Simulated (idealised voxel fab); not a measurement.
Process module in this document: voxel gate over fins
Square cells of 5 nm make up the cross-section cut, whose width is 285 nm.
In this document a cross-section is written as a grid of square cells. It is given as a series of bands, listed from the top down, and a band is one or more rows of cells. Look at the band entry: it leads with the top's height and the bottom's height in nm. Then it lists the materials left to right, with a width in nm for each. The word "all across" on a single material says that material fills the band edge to edge. The word "air" is empty space. Heights are expressed relative to 0, this being the level below which the as-received wafer comprises one material exclusively. The lowest band is unbounded in the downward direction and is denoted as in "0 nm and below". Width spec "30->40" -> top row of cells at first value, bottom row at second value, equal per-row change in between. The cross-section has no changed cell in any step marked "nothing got changed". Entry "Enclosed void listing". Content: empty spaces with no open connection to the top, size 8 cells or greater. Each: width x height at distance. Distance: from left edge. Unit: nm. Text after the settings on a step's line: the simulator's own remark on that step. When a step includes a mask, the "overlay nm" setting on its line states how far to the right of its planned place that mask lay, and negative values state how far to the left.
Steps planned for the process:
step 1: RECEIVE [material Si]
step 2: CONFORMAL_DEP [material SiN] [thk nm 10]
step 3: MASKED_ETCH [tone cover] [mask id FINS] [width nm 15] [pitch nm 60] [etch materials SiN] [depth nm 10] [overlay nm 0]
step 4: MASKED_ETCH [tone cover] [mask id FINS] [width nm 15] [pitch nm 60] [etch materials Si] [depth nm 35] [overlay nm 0]
step 5: OXIDIZE [depth nm 5]
step 6: FILL_DEP [material SiO2] [thk nm 10]
step 7: CMP [height nm 10]
step 8: PATTERN [tone open] [mask id RAIL] [material resist] [width nm 15] [thk nm 20] [overlay nm 0]
step 9: DIRECTIONAL_ETCH [etch materials SiO2] [depth nm 40]
step 10: STRIP [etch materials resist]
step 11: CONFORMAL_DEP [material TiN] [thk nm 5]
step 12: FILL_DEP [material W] [thk nm 10]
step 13: CMP [height nm 10]
step 14: SELECTIVE_ETCH [etch materials W Ru TiN] [depth nm 35]
step 15: FILL_DEP [material SiO2] [thk nm 5]
step 16: CMP [height nm 10]
step 17: SELECTIVE_ETCH [etch materials SiO2] [depth nm 25]
step 18: STRIP [etch materials SiN]
step 19: CONFORMAL_DEP [material HfO2] [thk nm 5]
step 20: CONFORMAL_DEP [material TiN] [thk nm 5]
step 21: CONFORMAL_DEP [material TiAl] [thk nm 5]
step 22: CONFORMAL_DEP [material TiN] [thk nm 5]
step 23: FILL_DEP [material W] [thk nm 10]
step 24: CMP [height nm 25]
step 25: CONFORMAL_DEP [material SiCN] [thk nm 10]
Run as planned: first of two wafers:
Cross-section of the wafer as it came to us, i.e., already through step 1:
- 0 nm and below | Si all across
- Enclosed void listing: none
Cross-section through the wafer, step 2 finished:
- 10 nm to 0 nm | SiN all across
- Whatever lies below 0 is exactly as it was before.
Cross-section through the wafer, step 3 finished:
- 10 nm to 0 nm | air (105) | SiN (15) | air (45) | SiN (15) | air (105)
- Whatever lies below 0 is exactly as it was before.
Cross-section through the wafer, step 4 finished:
- 10 nm to 0 nm | air (105) | SiN (15) | air (45) | SiN (15) | air (105)
- 0 nm to -35 nm | air (105) | Si (15) | air (45) | Si (15) | air (105)
- Whatever lies below -35 is exactly as it was before.
Cross-section through the wafer, step 5 finished:
- 10 nm to 0 nm | air (105) | SiN (15) | air (45) | SiN (15) | air (105)
- 0 nm to -35 nm | air (105) | SiO2 (5) | Si (5) | SiO2 (5) | air (45) | SiO2 (5) | Si (5) | SiO2 (5) | air (105)
- -35 nm to -40 nm | SiO2 (110) | Si (5) | SiO2 (55) | Si (5) | SiO2 (110)
- Whatever lies below -40 is exactly as it was before.
Cross-section through the wafer, step 6 finished:
- 20 nm to 10 nm | SiO2 all across
- 10 nm to 0 nm | SiO2 (105) | SiN (15) | SiO2 (45) | SiN (15) | SiO2 (105)
- 0 nm to -40 nm | SiO2 (110) | Si (5) | SiO2 (55) | Si (5) | SiO2 (110)
- Whatever lies below -40 is exactly as it was before.
Cross-section through the wafer, step 7 finished:
- 10 nm to 0 nm | SiO2 (105) | SiN (15) | SiO2 (45) | SiN (15) | SiO2 (105)
- Whatever lies below 0 is exactly as it was before.
Cross-section through the wafer, step 8 finished:
- 30 nm to 10 nm | resist (135) | air (15) | resist (135)
- Whatever lies below 10 is exactly as it was before.
Cross-section through the wafer, step 9 finished:
- 30 nm to 10 nm | resist (135) | air (15) | resist (135)
- 10 nm to 0 nm | SiO2 (105) | SiN (15) | SiO2 (15) | air (15) | SiO2 (15) | SiN (15) | SiO2 (105)
- 0 nm to -30 nm | SiO2 (110) | Si (5) | SiO2 (20) | air (15) | SiO2 (20) | Si (5) | SiO2 (110)
- Whatever lies below -30 is exactly as it was before.
Cross-section through the wafer, step 10 finished:
- 10 nm to 0 nm | SiO2 (105) | SiN (15) | SiO2 (15) | air (15) | SiO2 (15) | SiN (15) | SiO2 (105)
- Whatever lies below 0 is exactly as it was before.
Cross-section through the wafer, step 11 finished:
- 15 nm to 10 nm | TiN (140) | air (5) | TiN (140)
- 10 nm to 0 nm | SiO2 (105) | SiN (15) | SiO2 (15) | TiN (5) | air (5) | TiN (5) | SiO2 (15) | SiN (15) | SiO2 (105)
- 0 nm to -25 nm | SiO2 (110) | Si (5) | SiO2 (20) | TiN (5) | air (5) | TiN (5) | SiO2 (20) | Si (5) | SiO2 (110)
- -25 nm to -30 nm | SiO2 (110) | Si (5) | SiO2 (20) | TiN (15) | SiO2 (20) | Si (5) | SiO2 (110)
- Whatever lies below -30 is exactly as it was before.
Cross-section through the wafer, step 12 finished:
- 25 nm to 15 nm | W all across
- 15 nm to 10 nm | TiN (140) | W (5) | TiN (140)
- 10 nm to 0 nm | SiO2 (105) | SiN (15) | SiO2 (15) | TiN (5) | W (5) | TiN (5) | SiO2 (15) | SiN (15) | SiO2 (105)
- 0 nm to -25 nm | SiO2 (110) | Si (5) | SiO2 (20) | TiN (5) | W (5) | TiN (5) | SiO2 (20) | Si (5) | SiO2 (110)
- Whatever lies below -25 is exactly as it was before.
Cross-section through the wafer, step 13 finished:
- 10 nm to 0 nm | SiO2 (105) | SiN (15) | SiO2 (15) | TiN (5) | W (5) | TiN (5) | SiO2 (15) | SiN (15) | SiO2 (105)
- Whatever lies below 0 is exactly as it was before.
Cross-section through the wafer, step 14 finished:
- 10 nm to 0 nm | SiO2 (105) | SiN (15) | SiO2 (15) | air (15) | SiO2 (15) | SiN (15) | SiO2 (105)
- 0 nm to -25 nm | SiO2 (110) | Si (5) | SiO2 (20) | air (15) | SiO2 (20) | Si (5) | SiO2 (110)
- Whatever lies below -25 is exactly as it was before.
Cross-section through the wafer, step 15 finished:
- 15 nm to 10 nm | SiO2 all across
- 10 nm to 0 nm | SiO2 (105) | SiN (15) | SiO2 (45) | SiN (15) | SiO2 (105)
- 0 nm to -25 nm | SiO2 (110) | Si (5) | SiO2 (55) | Si (5) | SiO2 (110)
- Whatever lies below -25 is exactly as it was before.
Cross-section through the wafer, step 16 finished:
- 10 nm to 0 nm | SiO2 (105) | SiN (15) | SiO2 (45) | SiN (15) | SiO2 (105)
- Whatever lies below 0 is exactly as it was before.
Cross-section through the wafer, step 17 finished:
- 10 nm to 0 nm | air (105) | SiN (15) | air (45) | SiN (15) | air (105)
- 0 nm to -15 nm | air (110) | Si (5) | air (55) | Si (5) | air (110)
- Whatever lies below -15 is exactly as it was before.
Cross-section through the wafer, step 18 finished:
- 0 nm to -15 nm | air (110) | Si (5) | air (55) | Si (5) | air (110)
- Whatever lies below -15 is exactly as it was before.
Cross-section through the wafer, step 19 finished:
- 5 nm to 0 nm | air (105) | HfO2 (15) | air (45) | HfO2 (15) | air (105)
- 0 nm to -10 nm | air (105) | HfO2 (5) | Si (5) | HfO2 (5) | air (45) | HfO2 (5) | Si (5) | HfO2 (5) | air (105)
- -10 nm to -15 nm | HfO2 (110) | Si (5) | HfO2 (55) | Si (5) | HfO2 (110)
- Whatever lies below -15 is exactly as it was before.
Cross-section through the wafer, step 20 finished:
- 10 nm to 5 nm | air (100) | TiN (25) | air (35) | TiN (25) | air (100)
- 5 nm to 0 nm | air (100) | TiN (5) | HfO2 (15) | TiN (5) | air (35) | TiN (5) | HfO2 (15) | TiN (5) | air (100)
- 0 nm to -5 nm | air (100) | TiN (5) | HfO2 (5) | Si (5) | HfO2 (5) | TiN (5) | air (35) | TiN (5) | HfO2 (5) | Si (5) | HfO2 (5) | TiN (5) | air (100)
- -5 nm to -10 nm | TiN (105) | HfO2 (5) | Si (5) | HfO2 (5) | TiN (45) | HfO2 (5) | Si (5) | HfO2 (5) | TiN (105)
- Whatever lies below -10 is exactly as it was before.
Cross-section through the wafer, step 21 finished:
- 15 nm to 10 nm | air (95) | TiAl (35) | air (25) | TiAl (35) | air (95)
- 10 nm to 5 nm | air (95) | TiAl (5) | TiN (25) | TiAl (5) | air (25) | TiAl (5) | TiN (25) | TiAl (5) | air (95)
- 5 nm to 0 nm | air (95) | TiAl (5) | TiN (5) | HfO2 (15) | TiN (5) | TiAl (5) | air (25) | TiAl (5) | TiN (5) | HfO2 (15) | TiN (5) | TiAl (5) | air (95)
- 0 nm to -5 nm | TiAl (100) | TiN (5) | HfO2 (5) | Si (5) | HfO2 (5) | TiN (5) | TiAl (35) | TiN (5) | HfO2 (5) | Si (5) | HfO2 (5) | TiN (5) | TiAl (100)
- Whatever lies below -5 is exactly as it was before.
Cross-section through the wafer, step 22 finished:
- 20 nm to 15 nm | air (90) | TiN (45) | air (15) | TiN (45) | air (90)
- 15 nm to 10 nm | air (90) | TiN (5) | TiAl (35) | TiN (5) | air (15) | TiN (5) | TiAl (35) | TiN (5) | air (90)
- 10 nm to 5 nm | air (90) | TiN (5) | TiAl (5) | TiN (25) | TiAl (5) | TiN (5) | air (15) | TiN (5) | TiAl (5) | TiN (25) | TiAl (5) | TiN (5) | air (90)
- 5 nm to 0 nm | TiN (95) | TiAl (5) | TiN (5) | HfO2 (15) | TiN (5) | TiAl (5) | TiN (25) | TiAl (5) | TiN (5) | HfO2 (15) | TiN (5) | TiAl (5) | TiN (95)
- Whatever lies below 0 is exactly as it was before.
Cross-section through the wafer, step 23 finished:
- 30 nm to 20 nm | W all across
- 20 nm to 15 nm | W (90) | TiN (45) | W (15) | TiN (45) | W (90)
- 15 nm to 10 nm | W (90) | TiN (5) | TiAl (35) | TiN (5) | W (15) | TiN (5) | TiAl (35) | TiN (5) | W (90)
- 10 nm to 5 nm | W (90) | TiN (5) | TiAl (5) | TiN (25) | TiAl (5) | TiN (5) | W (15) | TiN (5) | TiAl (5) | TiN (25) | TiAl (5) | TiN (5) | W (90)
- Whatever lies below 5 is exactly as it was before.
Cross-section through the wafer, step 24 finished:
- 25 nm to 20 nm | W all across
- Whatever lies below 20 is exactly as it was before.
Cross-section through the wafer, step 25 finished:
- 35 nm to 25 nm | SiCN all across
- Whatever lies below 25 is exactly as it was before.
Wafer two: like wafer one in start and plan, but with one mistake in execution; identical up to and including step 18:
Look at the second wafer in cross-section at the time step 19 ought to have finished: nothing got changed
Look at the second wafer in cross-section at the time step 20 ought to have finished:
- 5 nm to 0 nm | air (105) | TiN (15) | air (45) | TiN (15) | air (105)
- 0 nm to -10 nm | air (105) | TiN (5) | Si (5) | TiN (5) | air (45) | TiN (5) | Si (5) | TiN (5) | air (105)
- -10 nm to -15 nm | TiN (110) | Si (5) | TiN (55) | Si (5) | TiN (110)
- Whatever lies below -15 is exactly as it was before.
Look at the second wafer in cross-section at the time step 21 ought to have finished:
- 10 nm to 5 nm | air (100) | TiAl (25) | air (35) | TiAl (25) | air (100)
- 5 nm to 0 nm | air (100) | TiAl (5) | TiN (15) | TiAl (5) | air (35) | TiAl (5) | TiN (15) | TiAl (5) | air (100)
- 0 nm to -5 nm | air (100) | TiAl (5) | TiN (5) | Si (5) | TiN (5) | TiAl (5) | air (35) | TiAl (5) | TiN (5) | Si (5) | TiN (5) | TiAl (5) | air (100)
- -5 nm to -10 nm | TiAl (105) | TiN (5) | Si (5) | TiN (5) | TiAl (45) | TiN (5) | Si (5) | TiN (5) | TiAl (105)
- Whatever lies below -10 is exactly as it was before.
Look at the second wafer in cross-section at the time step 22 ought to have finished:
- 15 nm to 10 nm | air (95) | TiN (35) | air (25) | TiN (35) | air (95)
- 10 nm to 5 nm | air (95) | TiN (5) | TiAl (25) | TiN (5) | air (25) | TiN (5) | TiAl (25) | TiN (5) | air (95)
- 5 nm to 0 nm | air (95) | TiN (5) | TiAl (5) | TiN (15) | TiAl (5) | TiN (5) | air (25) | TiN (5) | TiAl (5) | TiN (15) | TiAl (5) | TiN (5) | air (95)
- 0 nm to -5 nm | TiN (100) | TiAl (5) | TiN (5) | Si (5) | TiN (5) | TiAl (5) | TiN (35) | TiAl (5) | TiN (5) | Si (5) | TiN (5) | TiAl (5) | TiN (100)
- Whatever lies below -5 is exactly as it was before.
Look at the second wafer in cross-section at the time step 23 ought to have finished:
- 25 nm to 15 nm | W all across
- 15 nm to 10 nm | W (95) | TiN (35) | W (25) | TiN (35) | W (95)
- 10 nm to 5 nm | W (95) | TiN (5) | TiAl (25) | TiN (5) | W (25) | TiN (5) | TiAl (25) | TiN (5) | W (95)
- 5 nm to 0 nm | W (95) | TiN (5) | TiAl (5) | TiN (15) | TiAl (5) | TiN (5) | W (25) | TiN (5) | TiAl (5) | TiN (15) | TiAl (5) | TiN (5) | W (95)
- Whatever lies below 0 is exactly as it was before.
Look at the second wafer in cross-section at the time step 24 ought to have finished: nothing got changed
Look at the second wafer in cross-section at the time step 25 ought to have finished:
- 35 nm to 25 nm | SiCN all across
- Whatever lies below 25 is exactly as it was before.
Misprocessing identified: step 19 of the plan never got run, it was skipped over
In the final state, the cell counts of the second wafer exceed or fall short of those of the first for the following materials: HfO2 -69; W +69
